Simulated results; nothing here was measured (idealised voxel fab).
process module | voxel plated lines
cross-section cut | 270 nm wide | cells 5 nm
A cross-section is a grid of square cells, given in bands from the top down. A band is one or more rows of cells.
Each band's line starts with the height of the band's top and of its bottom, in nm. Then come its materials from left to right, each with its width in nm. One material with "throughout" fills the band from edge to edge. "air" is empty space.
Height 0 is the level under which the wafer as received is all one material. The lowest band goes on downwards, as in "0 down".
A width such as "30 to 40" changes by the same amount from each row of cells to the next, from the band's top row to its bottom row.
"no change" after a step means that no cell of the cross-section changed.
closed voids: empty space of 8 cells or more with no open way to the top, each as width x height at its distance from the left edge, in nm
after a step's settings: what the simulator itself notes on the step
overlay nm, on a step with a mask: how far to the right of its planned place the mask lay; to the left if negative
plan
1 op RECEIVE | material Si
2 op CONFORMAL_DEP | material SiN | thk nm 5
3 op DIRECTIONAL_DEP | material TiN | thk nm 5
4 op PATTERN | tone open | mask id LINES | material resist | width nm 20 | pitch nm 40 | thk nm 20 | overlay nm 0
5 op EPI | material Ru | thk nm 5
6 op STRIP | etch materials resist
7 op DIRECTIONAL_ETCH | etch materials TiN | depth nm 5
8 op CONFORMAL_DEP | material SiCN | thk nm 5
first wafer, as planned
as received, after step 1
  0 down: Si throughout
  closed voids: none
after step 2
  5 to 0: SiN throughout
  below 0: unchanged
after step 3
  10 to 5: TiN throughout
  below 5: unchanged
after step 4
  30 to 10: resist 105 | air 20 | resist 20 | air 20 | resist 105
  below 10: unchanged
after step 5
  30 to 15: resist 105 | air 20 | resist 20 | air 20 | resist 105
  15 to 10: resist 105 | Ru 20 | resist 20 | Ru 20 | resist 105
  below 10: unchanged
after step 6
  15 to 10: air 105 | Ru 20 | air 20 | Ru 20 | air 105
  below 10: unchanged
after step 7
  15 to 10: air 105 | Ru 20 | air 20 | Ru 20 | air 105
  10 to 5: air 105 | TiN 20 | air 20 | TiN 20 | air 105
  below 5: unchanged
after step 8
  20 to 15: air 100 | SiCN 30 | air 10 | SiCN 30 | air 100
  15 to 10: air 100 | SiCN 5 | Ru 20 | SiCN 5 | air 10 | SiCN 5 | Ru 20 | SiCN 5 | air 100
  10 to 5: SiCN 105 | TiN 20 | SiCN 20 | TiN 20 | SiCN 105
  below 5: unchanged
second wafer: like start, like plan, one mistake. Through step 5 it matches the first wafer
when step 6 should have ended
  15 to 10: air 105 | Ru 20 | air 20 | Ru 20 | air 105
  below 10: unchanged
when step 7 should have ended
  15 to 10: air 105 | Ru 20 | air 20 | Ru 20 | air 105
  10 to 5: air 105 | TiN 20 | air 20 | TiN 20 | air 105
  below 5: unchanged
when step 8 should have ended
  20 to 15: air 100 | SiCN 30 | air 10 | SiCN 30 | air 100
  15 to 10: air 100 | SiCN 5 | Ru 20 | SiCN 5 | air 10 | SiCN 5 | Ru 20 | SiCN 5 | air 100
  10 to 5: SiCN 105 | TiN 20 | SiCN 20 | TiN 20 | SiCN 105
  below 5: unchanged
what went wrong: step 6 was run twice
at the end the two cross-sections are the same: no effect in what this model computes
